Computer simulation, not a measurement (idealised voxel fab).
Name of the process module below: voxel quadruple lines
The width of the displayed cross-section, cut, is 245 nm; its cells are square, with a size of 5 nm.
Cross-section layout: square cells on a grid; listed as bands, top to bottom; a band spans one or more cell rows. In this notation a band is specified by the heights of its top and bottom, in that order and in nm, after which its materials appear from left to right, each paired with its width in nm. The word "full width" attached to a single material means that material fills the band from edge to edge; the word "air" stands for empty space. Note: height 0 marks the level under which the wafer is uniformly one material as received. Lowest band unbounded below, written "0 down". Note: "30 to 40" means the width goes from the first number (top row of the band) to the second number (bottom row) in equal steps per row of cells. You'll sometimes find "same as before" written for a step, and that's the way of saying that nowhere in the cross-section did a cell change during that step. What "Sealed void list" gives you is every empty space of 8 cells or more that is cut off from the top. Each appears as width x height at distance, with the distance taken from the left edge and width, height and distance all in nm. Note: text after step settings on the step line = simulator remark on that step. A step's line can hold "overlay nm"; with a mask on that step, the setting says how far right of the planned place the mask lay, while a negative setting says it lay to the left.
### These are the steps we planned for the process
1) RECEIVE (material Si)
2) CONFORMAL_DEP (material Al2O3; thk nm 5)
3) DIRECTIONAL_DEP (material TiN; thk nm 10)
4) DIRECTIONAL_DEP (material polySi; thk nm 20)
5) DIRECTIONAL_DEP (material aC; thk nm 20)
6) PATTERN (tone cover; mask id MANDREL; material resist; width nm 20; pitch nm 60; thk nm 25; overlay nm 0)
7) DIRECTIONAL_ETCH (etch materials aC; depth nm 20)
8) STRIP (etch materials resist)
9) CONFORMAL_DEP (material SiO2; thk nm 10)
10) DIRECTIONAL_ETCH (etch materials SiO2; depth nm 10)
11) STRIP (etch materials aC)
12) DIRECTIONAL_ETCH (etch materials polySi; depth nm 20)
13) STRIP (etch materials SiO2)
14) CONFORMAL_DEP (material SiCN; thk nm 5)
15) DIRECTIONAL_ETCH (etch materials SiCN; depth nm 5)
16) STRIP (etch materials polySi)
17) DIRECTIONAL_ETCH (etch materials TiN; depth nm 10)
18) STRIP (etch materials SiCN)
19) FILL_DEP (material SiO2; thk nm 5)
20) CMP (height nm 15)
### Wafer as received: cross-section following step 1
  0 down: Si full width
  Sealed void list: none
### Figure: cross-sectional view of the wafer upon completion of the module, processed from the initial state and according to the plan depicted above, with one error introduced during execution
  15 to 5: SiO2 70 | TiN 5 | SiO2 5 | TiN 5 | SiO2 10 | TiN 5 | SiO2 5 | TiN 5 | SiO2 20 | TiN 5 | SiO2 5 | TiN 5 | SiO2 10 | TiN 5 | SiO2 5 | TiN 5 | SiO2 75
  5 to 0: Al2O3 full width
  0 down: Si full width
  Sealed void list: none
Nonconformance to the process plan: so step 9 ended up running with a different setting than we planned, it ran as CONFORMAL_DEP (material SiO2; thk nm 5)
